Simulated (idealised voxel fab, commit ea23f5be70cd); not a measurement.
The document below concerns the process module designated voxel capacitor over wiring.
The figure presents cross-section cut, which has a width of 295 nm and is divided into square cells with an edge length of 5 nm.
Cross-section format: a grid of square cells, given as bands from top to bottom; each band is one or more rows of cells.
Top, bottom (nm), then materials left to right with widths (nm); lone material tagged "everywhere" fills the whole band edge to edge; "empty" = empty space.
Height is counted from the level 0, under which the received wafer is composed throughout of one material. The lowest of the bands is not closed at the bottom but continues downward, in the notation "0 down".
A two-number width, for instance "30->40", indicates that the width is equal to the first number in the top row of the band and to the second number in the bottom row, and that it changes by a constant amount per row of cells.
For the purposes of this document, the phrase "stayed the same" attached to a step denotes that no cell within the cross-section was modified by that step.
Look at "Unvented voids" for the closed voids: empty spaces with no open path to the top, sized 8 cells or up. Each is width x height at distance, distance from the left edge, all nm.
Heads up: the bit after the settings on a step's line is the simulator's remark on that step.
On any step carrying a mask, the "overlay nm" setting, if present on the step's line, tells how far right of its planned place the mask lay; negative values point to the left.
List of planned process steps
1,RECEIVE | material Si
2,CONFORMAL_DEP | material SiO2 | thk nm 10
3,CONFORMAL_DEP | material SiCN | thk nm 5
4,DIRECTIONAL_DEP | material SiO2 | thk nm 15
5,DIRECTIONAL_DEP | material aC | thk nm 10
6,PATTERN | tone open | mask id METAL_1 | material resist | width nm 20 | pitch nm 80 | thk nm 25 | overlay nm 0
7,DIRECTIONAL_ETCH | etch materials aC | depth nm 10
8,STRIP | etch materials resist
9,DIRECTIONAL_ETCH | etch materials SiO2 | depth nm 15
10,DIRECTIONAL_ETCH | etch materials SiCN | depth nm 5
11,STRIP | etch materials aC
12,CONFORMAL_DEP | material TiN | thk nm 5
13,FILL_DEP | material Cu | thk nm 10
14,CMP | height nm 30
15,CONFORMAL_DEP | material SiCN | thk nm 5
16,DIRECTIONAL_DEP | material lowk | thk nm 15
17,DIRECTIONAL_DEP | material aC | thk nm 10
18,PATTERN | tone open | mask id PLUG_1 | material resist | width nm 15 | thk nm 30 | overlay nm 0
19,DIRECTIONAL_ETCH | etch materials aC | depth nm 10
20,STRIP | etch materials resist
21,DIRECTIONAL_ETCH | etch materials lowk | depth nm 15
22,DIRECTIONAL_ETCH | etch materials SiCN | depth nm 5
23,STRIP | etch materials aC
24,CONFORMAL_DEP | material TiN | thk nm 5
25,FILL_DEP | material Ru | thk nm 10
26,CMP | height nm 50
27,DIRECTIONAL_DEP | material TiN | thk nm 5
28,DIRECTIONAL_DEP | material SiN | thk nm 5
29,DIRECTIONAL_DEP | material TiN | thk nm 10
30,PATTERN | tone cover | mask id UPPER_PLATE | material resist | width nm 65 | thk nm 15 | overlay nm 0
31,DIRECTIONAL_ETCH | etch materials TiN | depth nm 10
32,DIRECTIONAL_ETCH | etch materials SiN | depth nm 5
33,STRIP | etch materials resist
34,DIRECTIONAL_DEP | material aC | thk nm 10
35,PATTERN | tone cover | mask id LOWER_PLATE | material resist | width nm 75 | thk nm 25 | overlay nm 0
36,DIRECTIONAL_ETCH | etch materials aC | depth nm 10
37,STRIP | etch materials resist
38,DIRECTIONAL_ETCH | etch materials TiN | depth nm 5
39,STRIP | etch materials aC
40,FILL_DEP | material SiO2 | thk nm 20
41,CMP | height nm 85
42,PATTERN | tone open | mask id PLUG_2 | material resist | width nm 15 | thk nm 15 | overlay nm 0
43,DIRECTIONAL_ETCH | etch materials SiO2 | depth nm 15
44,STRIP | etch materials resist
45,CONFORMAL_DEP | material TiN | thk nm 5
46,FILL_DEP | material Ru | thk nm 5
47,CMP | height nm 85
48,CONFORMAL_DEP | material SiN | thk nm 5
The first of two wafers, run as planned
This is the cross-section of the wafer as we received it, i.e. after step 1
	0 down: Si everywhere
	Unvented voids: none
How the wafer stands in section after step 2
	10 to 0: SiO2 everywhere
	Under 0: no change, same as before.
How the wafer stands in section after step 3
	15 to 10: SiCN everywhere
	Under 10: no change, same as before.
How the wafer stands in section after step 4
	30 to 15: SiO2 everywhere
	Under 15: no change, same as before.
How the wafer stands in section after step 5
	40 to 30: aC everywhere
	Under 30: no change, same as before.
How the wafer stands in section after step 6
	65 to 40: resist: 95, empty: 20, resist: 60, empty: 20, resist: 100
	Under 40: no change, same as before.
How the wafer stands in section after step 7
	55 to 40: resist: 95, empty: 20, resist: 60, empty: 20, resist: 100
	40 to 30: aC: 95, empty: 20, aC: 60, empty: 20, aC: 100
	Under 30: no change, same as before.
How the wafer stands in section after step 8
	40 to 30: aC: 95, empty: 20, aC: 60, empty: 20, aC: 100
	Under 30: no change, same as before.
How the wafer stands in section after step 9
	40 to 30: aC: 95, empty: 20, aC: 60, empty: 20, aC: 100
	30 to 15: SiO2: 95, empty: 20, SiO2: 60, empty: 20, SiO2: 100
	Under 15: no change, same as before.
How the wafer stands in section after step 10
	40 to 30: aC: 95, empty: 20, aC: 60, empty: 20, aC: 100
	30 to 15: SiO2: 95, empty: 20, SiO2: 60, empty: 20, SiO2: 100
	15 to 10: SiCN: 95, empty: 20, SiCN: 60, empty: 20, SiCN: 100
	Under 10: no change, same as before.
How the wafer stands in section after step 11
	30 to 15: SiO2: 95, empty: 20, SiO2: 60, empty: 20, SiO2: 100
	Under 15: no change, same as before.
How the wafer stands in section after step 12
	35 to 30: TiN: 100, empty: 10, TiN: 70, empty: 10, TiN: 105
	30 to 15: SiO2: 95, TiN: 5, empty: 10, TiN: 5, SiO2: 60, TiN: 5, empty: 10, TiN: 5, SiO2: 100
	15 to 10: SiCN: 95, TiN: 20, SiCN: 60, TiN: 20, SiCN: 100
	Under 10: no change, same as before.
How the wafer stands in section after step 13
	45 to 35: Cu everywhere
	35 to 30: TiN: 100, Cu: 10, TiN: 70, Cu: 10, TiN: 105
	30 to 15: SiO2: 95, TiN: 5, Cu: 10, TiN: 5, SiO2: 60, TiN: 5, Cu: 10, TiN: 5, SiO2: 100
	Under 15: no change, same as before.
How the wafer stands in section after step 14
	30 to 15: SiO2: 95, TiN: 5, Cu: 10, TiN: 5, SiO2: 60, TiN: 5, Cu: 10, TiN: 5, SiO2: 100
	Under 15: no change, same as before.
How the wafer stands in section after step 15
	35 to 30: SiCN everywhere
	Under 30: no change, same as before.
How the wafer stands in section after step 16
	50 to 35: lowk everywhere
	Under 35: no change, same as before.
How the wafer stands in section after step 17
	60 to 50: aC everywhere
	Under 50: no change, same as before.
How the wafer stands in section after step 18
	90 to 60: resist: 100, empty: 15, resist: 180
	Under 60: no change, same as before.
How the wafer stands in section after step 19
	80 to 60: resist: 100, empty: 15, resist: 180
	60 to 50: aC: 100, empty: 15, aC: 180
	Under 50: no change, same as before.
How the wafer stands in section after step 20
	60 to 50: aC: 100, empty: 15, aC: 180
	Under 50: no change, same as before.
How the wafer stands in section after step 21
	60 to 50: aC: 100, empty: 15, aC: 180
	50 to 35: lowk: 100, empty: 15, lowk: 180
	Under 35: no change, same as before.
How the wafer stands in section after step 22
	60 to 50: aC: 100, empty: 15, aC: 180
	50 to 35: lowk: 100, empty: 15, lowk: 180
	35 to 30: SiCN: 100, empty: 15, SiCN: 180
	Under 30: no change, same as before.
How the wafer stands in section after step 23
	50 to 35: lowk: 100, empty: 15, lowk: 180
	Under 35: no change, same as before.
How the wafer stands in section after step 24
	55 to 50: TiN: 105, empty: 5, TiN: 185
	50 to 35: lowk: 100, TiN: 5, empty: 5, TiN: 5, lowk: 180
	35 to 30: SiCN: 100, TiN: 15, SiCN: 180
	Under 30: no change, same as before.
How the wafer stands in section after step 25
	65 to 55: Ru everywhere
	55 to 50: TiN: 105, Ru: 5, TiN: 185
	50 to 35: lowk: 100, TiN: 5, Ru: 5, TiN: 5, lowk: 180
	Under 35: no change, same as before.
How the wafer stands in section after step 26
	50 to 35: lowk: 100, TiN: 5, Ru: 5, TiN: 5, lowk: 180
	Under 35: no change, same as before.
How the wafer stands in section after step 27
	55 to 50: TiN everywhere
	Under 50: no change, same as before.
How the wafer stands in section after step 28
	60 to 55: SiN everywhere
	Under 55: no change, same as before.
How the wafer stands in section after step 29
	70 to 60: TiN everywhere
	Under 60: no change, same as before.
How the wafer stands in section after step 30
	85 to 70: empty: 100, resist: 65, empty: 130
	Under 70: no change, same as before.
How the wafer stands in section after step 31
	85 to 70: empty: 100, resist: 65, empty: 130
	70 to 60: empty: 100, TiN: 65, empty: 130
	Under 60: no change, same as before.
How the wafer stands in section after step 32
	85 to 70: empty: 100, resist: 65, empty: 130
	70 to 60: empty: 100, TiN: 65, empty: 130
	60 to 55: empty: 100, SiN: 65, empty: 130
	Under 55: no change, same as before.
How the wafer stands in section after step 33
	70 to 60: empty: 100, TiN: 65, empty: 130
	Under 60: no change, same as before.
How the wafer stands in section after step 34
	80 to 70: empty: 100, aC: 65, empty: 130
	70 to 65: empty: 100, TiN: 65, empty: 130
	65 to 60: aC: 100, TiN: 65, aC: 130
	60 to 55: aC: 100, SiN: 65, aC: 130
	Under 55: no change, same as before.
How the wafer stands in section after step 35
	105 to 80: empty: 95, resist: 75, empty: 125
	80 to 70: empty: 95, resist: 5, aC: 65, resist: 5, empty: 125
	70 to 65: empty: 95, resist: 5, TiN: 65, resist: 5, empty: 125
	Under 65: no change, same as before.
How the wafer stands in section after step 36
	95 to 80: empty: 95, resist: 75, empty: 125
	80 to 70: empty: 95, resist: 5, aC: 65, resist: 5, empty: 125
	70 to 65: empty: 95, resist: 5, TiN: 65, resist: 5, empty: 125
	65 to 60: empty: 95, aC: 5, TiN: 65, aC: 5, empty: 125
	60 to 55: empty: 95, aC: 5, SiN: 65, aC: 5, empty: 125
	Under 55: no change, same as before.
How the wafer stands in section after step 37
	80 to 70: empty: 100, aC: 65, empty: 130
	70 to 65: empty: 100, TiN: 65, empty: 130
	Under 65: no change, same as before.
How the wafer stands in section after step 38
	80 to 70: empty: 100, aC: 65, empty: 130
	70 to 65: empty: 100, TiN: 65, empty: 130
	65 to 60: empty: 95, aC: 5, TiN: 65, aC: 5, empty: 125
	60 to 55: empty: 95, aC: 5, SiN: 65, aC: 5, empty: 125
	55 to 50: empty: 95, TiN: 75, empty: 125
	Under 50: no change, same as before.
How the wafer stands in section after step 39
	70 to 60: empty: 100, TiN: 65, empty: 130
	60 to 55: empty: 100, SiN: 65, empty: 130
	Under 55: no change, same as before.
How the wafer stands in section after step 40
	90 to 70: SiO2 everywhere
	70 to 60: SiO2: 100, TiN: 65, SiO2: 130
	60 to 55: SiO2: 100, SiN: 65, SiO2: 130
	55 to 50: SiO2: 95, TiN: 75, SiO2: 125
	Under 50: no change, same as before.
How the wafer stands in section after step 41
	85 to 70: SiO2 everywhere
	Under 70: no change, same as before.
How the wafer stands in section after step 42
	100 to 85: resist: 110, empty: 15, resist: 170
	Under 85: no change, same as before.
How the wafer stands in section after step 43
	100 to 85: resist: 110, empty: 15, resist: 170
	85 to 70: SiO2: 110, empty: 15, SiO2: 170
	Under 70: no change, same as before.
How the wafer stands in section after step 44
	85 to 70: SiO2: 110, empty: 15, SiO2: 170
	Under 70: no change, same as before.
How the wafer stands in section after step 45
	90 to 85: TiN: 115, empty: 5, TiN: 175
	85 to 75: SiO2: 110, TiN: 5, empty: 5, TiN: 5, SiO2: 170
	75 to 70: SiO2: 110, TiN: 15, SiO2: 170
	Under 70: no change, same as before.
How the wafer stands in section after step 46
	95 to 90: Ru everywhere
	90 to 85: TiN: 115, Ru: 5, TiN: 175
	85 to 75: SiO2: 110, TiN: 5, Ru: 5, TiN: 5, SiO2: 170
	Under 75: no change, same as before.
How the wafer stands in section after step 47
	85 to 75: SiO2: 110, TiN: 5, Ru: 5, TiN: 5, SiO2: 170
	Under 75: no change, same as before.
How the wafer stands in section after step 48
	90 to 85: SiN everywhere
	Under 85: no change, same as before.
Wafer two of the pair: same origin, same plan, one error during the run; identical to wafer one up to and including step 40
Cross-sectional representation of the second wafer at the time designated in the plan for the completion of step 41
	80 to 70: SiO2 everywhere
	Under 70: no change, same as before.
Cross-sectional representation of the second wafer at the time designated in the plan for the completion of step 42
	95 to 80: resist: 110, empty: 15, resist: 170
	Under 80: no change, same as before.
Cross-sectional representation of the second wafer at the time designated in the plan for the completion of step 43
	95 to 80: resist: 110, empty: 15, resist: 170
	80 to 70: SiO2: 110, empty: 15, SiO2: 170
	Under 70: no change, same as before.
Cross-sectional representation of the second wafer at the time designated in the plan for the completion of step 44
	80 to 70: SiO2: 110, empty: 15, SiO2: 170
	Under 70: no change, same as before.
Cross-sectional representation of the second wafer at the time designated in the plan for the completion of step 45
	85 to 80: TiN: 115, empty: 5, TiN: 175
	80 to 75: SiO2: 110, TiN: 5, empty: 5, TiN: 5, SiO2: 170
	75 to 70: SiO2: 110, TiN: 15, SiO2: 170
	Under 70: no change, same as before.
Cross-sectional representation of the second wafer at the time designated in the plan for the completion of step 46
	90 to 85: Ru everywhere
	85 to 80: TiN: 115, Ru: 5, TiN: 175
	80 to 75: SiO2: 110, TiN: 5, Ru: 5, TiN: 5, SiO2: 170
	Under 75: no change, same as before.
Cross-sectional representation of the second wafer at the time designated in the plan for the completion of step 47
	85 to 80: TiN: 115, Ru: 5, TiN: 175
	Under 80: no change, same as before.
Cross-sectional representation of the second wafer at the time designated in the plan for the completion of step 48
	90 to 85: SiN everywhere
	Under 85: no change, same as before.
What was done differently from what was planned? rather than as planned, step 41 actually ran as CMP | height nm 80
Materials where the second wafer ends with more or fewer cells than the first: SiO2: 56 fewer; TiN: 56 more
